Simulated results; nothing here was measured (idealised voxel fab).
process module | voxel self aligned contacts
cross-section cut | 265 nm wide | cells 5 nm
A cross-section is a grid of square cells, given in bands from the top down. A band is one or more rows of cells.
Each band's line starts with the height of the band's top and of its bottom, in nm. Then come its materials from left to right, each with its width in nm. One material with "throughout" fills the band from edge to edge. "air" is empty space.
Height 0 is the level under which the wafer as received is all one material. The lowest band goes on downwards, as in "0 down".
A width such as "30 to 40" changes by the same amount from each row of cells to the next, from the band's top row to its bottom row.
"no change" after a step means that no cell of the cross-section changed.
closed voids: empty space of 8 cells or more with no open way to the top, each as width x height at its distance from the left edge, in nm
after a step's settings: what the simulator itself notes on the step
overlay nm, on a step with a mask: how far to the right of its planned place the mask lay; to the left if negative
plan
1 op RECEIVE | material Si
2 op CONFORMAL_DEP | material SiO2 | thk nm 5
3 op DIRECTIONAL_DEP | material polySi | thk nm 20
4 op DIRECTIONAL_DEP | material SiN | thk nm 15
5 op PATTERN | tone cover | mask id GATE | material resist | width nm 35 | pitch nm 70 | thk nm 15 | overlay nm 0
6 op DIRECTIONAL_ETCH | etch materials SiN | depth nm 15
7 op DIRECTIONAL_ETCH | etch materials polySi | depth nm 20
8 op STRIP | etch materials resist
9 op CONFORMAL_DEP | material SiN | thk nm 5
10 op DIRECTIONAL_ETCH | etch materials SiN | depth nm 5
11 op FILL_DEP | material SiO2 | thk nm 10
12 op CMP | height nm 45
13 op PATTERN | tone open | mask id CONTACT | material resist | width nm 55 | thk nm 20 | overlay nm 0
14 op DIRECTIONAL_ETCH | etch materials SiO2 | depth nm 45
15 op STRIP | etch materials resist
16 op CONFORMAL_DEP | material TiN | thk nm 5
17 op FILL_DEP | material W | thk nm 5
18 op CMP | height nm 45
19 op CONFORMAL_DEP | material SiCN | thk nm 5
first wafer, as planned
as received, after step 1
  0 down: Si throughout
  closed voids: none
after step 2
  5 to 0: SiO2 throughout
  below 0: unchanged
after step 3
  25 to 5: polySi throughout
  below 5: unchanged
after step 4
  40 to 25: SiN throughout
  below 25: unchanged
after step 5
  55 to 40: air 80 | resist 35 | air 35 | resist 35 | air 80
  below 40: unchanged
after step 6
  55 to 40: air 80 | resist 35 | air 35 | resist 35 | air 80
  40 to 25: air 80 | SiN 35 | air 35 | SiN 35 | air 80
  below 25: unchanged
after step 7
  55 to 40: air 80 | resist 35 | air 35 | resist 35 | air 80
  40 to 25: air 80 | SiN 35 | air 35 | SiN 35 | air 80
  25 to 5: air 80 | polySi 35 | air 35 | polySi 35 | air 80
  below 5: unchanged
after step 8
  40 to 25: air 80 | SiN 35 | air 35 | SiN 35 | air 80
  below 25: unchanged
after step 9
  45 to 25: air 75 | SiN 45 | air 25 | SiN 45 | air 75
  25 to 10: air 75 | SiN 5 | polySi 35 | SiN 5 | air 25 | SiN 5 | polySi 35 | SiN 5 | air 75
  10 to 5: SiN 80 | polySi 35 | SiN 35 | polySi 35 | SiN 80
  below 5: unchanged
after step 10
  40 to 25: air 75 | SiN 45 | air 25 | SiN 45 | air 75
  25 to 5: air 75 | SiN 5 | polySi 35 | SiN 5 | air 25 | SiN 5 | polySi 35 | SiN 5 | air 75
  below 5: unchanged
after step 11
  50 to 40: SiO2 throughout
  40 to 25: SiO2 75 | SiN 45 | SiO2 25 | SiN 45 | SiO2 75
  25 to 5: SiO2 75 | SiN 5 | polySi 35 | SiN 5 | SiO2 25 | SiN 5 | polySi 35 | SiN 5 | SiO2 75
  below 5: unchanged
after step 12
  45 to 40: SiO2 throughout
  below 40: unchanged
after step 13
  65 to 45: resist 105 | air 55 | resist 105
  below 45: unchanged
after step 14
  65 to 45: resist 105 | air 55 | resist 105
  45 to 40: SiO2 105 | air 55 | SiO2 105
  40 to 25: SiO2 75 | SiN 45 | air 25 | SiN 45 | SiO2 75
  25 to 5: SiO2 75 | SiN 5 | polySi 35 | SiN 5 | air 25 | SiN 5 | polySi 35 | SiN 5 | SiO2 75
  5 to 0: SiO2 120 | air 25 | SiO2 120
  below 0: unchanged
after step 15
  45 to 40: SiO2 105 | air 55 | SiO2 105
  below 40: unchanged
after step 16
  50 to 45: TiN 110 | air 45 | TiN 110
  45 to 40: SiO2 105 | TiN 20 | air 15 | TiN 20 | SiO2 105
  40 to 25: SiO2 75 | SiN 45 | TiN 5 | air 15 | TiN 5 | SiN 45 | SiO2 75
  25 to 5: SiO2 75 | SiN 5 | polySi 35 | SiN 5 | TiN 5 | air 15 | TiN 5 | SiN 5 | polySi 35 | SiN 5 | SiO2 75
  5 to 0: SiO2 120 | TiN 25 | SiO2 120
  below 0: unchanged
after step 17
  55 to 50: W throughout
  50 to 45: TiN 110 | W 45 | TiN 110
  45 to 40: SiO2 105 | TiN 20 | W 15 | TiN 20 | SiO2 105
  40 to 25: SiO2 75 | SiN 45 | TiN 5 | W 15 | TiN 5 | SiN 45 | SiO2 75
  25 to 5: SiO2 75 | SiN 5 | polySi 35 | SiN 5 | TiN 5 | W 15 | TiN 5 | SiN 5 | polySi 35 | SiN 5 | SiO2 75
  below 5: unchanged
after step 18
  45 to 40: SiO2 105 | TiN 20 | W 15 | TiN 20 | SiO2 105
  below 40: unchanged
after step 19
  50 to 45: SiCN throughout
  below 45: unchanged
second wafer: like start, like plan, one mistake. Through step 12 it matches the first wafer
when step 13 should have ended
  65 to 45: resist 115 | air 55 | resist 95
  below 45: unchanged
when step 14 should have ended
  65 to 45: resist 115 | air 55 | resist 95
  45 to 40: SiO2 115 | air 55 | SiO2 95
  40 to 25: SiO2 75 | SiN 45 | air 25 | SiN 45 | SiO2 75
  25 to 5: SiO2 75 | SiN 5 | polySi 35 | SiN 5 | air 25 | SiN 5 | polySi 35 | SiN 5 | SiO2 75
  5 to 0: SiO2 120 | air 25 | SiO2 120
  below 0: unchanged
when step 15 should have ended
  45 to 40: SiO2 115 | air 55 | SiO2 95
  below 40: unchanged
when step 16 should have ended
  50 to 45: TiN 120 | air 45 | TiN 100
  45 to 40: SiO2 115 | TiN 10 | air 15 | TiN 30 | SiO2 95
  40 to 25: SiO2 75 | SiN 45 | TiN 5 | air 15 | TiN 5 | SiN 45 | SiO2 75
  25 to 5: SiO2 75 | SiN 5 | polySi 35 | SiN 5 | TiN 5 | air 15 | TiN 5 | SiN 5 | polySi 35 | SiN 5 | SiO2 75
  5 to 0: SiO2 120 | TiN 25 | SiO2 120
  below 0: unchanged
when step 17 should have ended
  55 to 50: W throughout
  50 to 45: TiN 120 | W 45 | TiN 100
  45 to 40: SiO2 115 | TiN 10 | W 15 | TiN 30 | SiO2 95
  40 to 25: SiO2 75 | SiN 45 | TiN 5 | W 15 | TiN 5 | SiN 45 | SiO2 75
  25 to 5: SiO2 75 | SiN 5 | polySi 35 | SiN 5 | TiN 5 | W 15 | TiN 5 | SiN 5 | polySi 35 | SiN 5 | SiO2 75
  below 5: unchanged
when step 18 should have ended
  45 to 40: SiO2 115 | TiN 10 | W 15 | TiN 30 | SiO2 95
  below 40: unchanged
when step 19 should have ended
  50 to 45: SiCN throughout
  below 45: unchanged
what went wrong: step 13 ran as: op PATTERN | tone open | mask id CONTACT | material resist | width nm 55 | thk nm 20 | overlay nm 10
at the end the second wafer has, in cells: as many of each material as the first, in other places
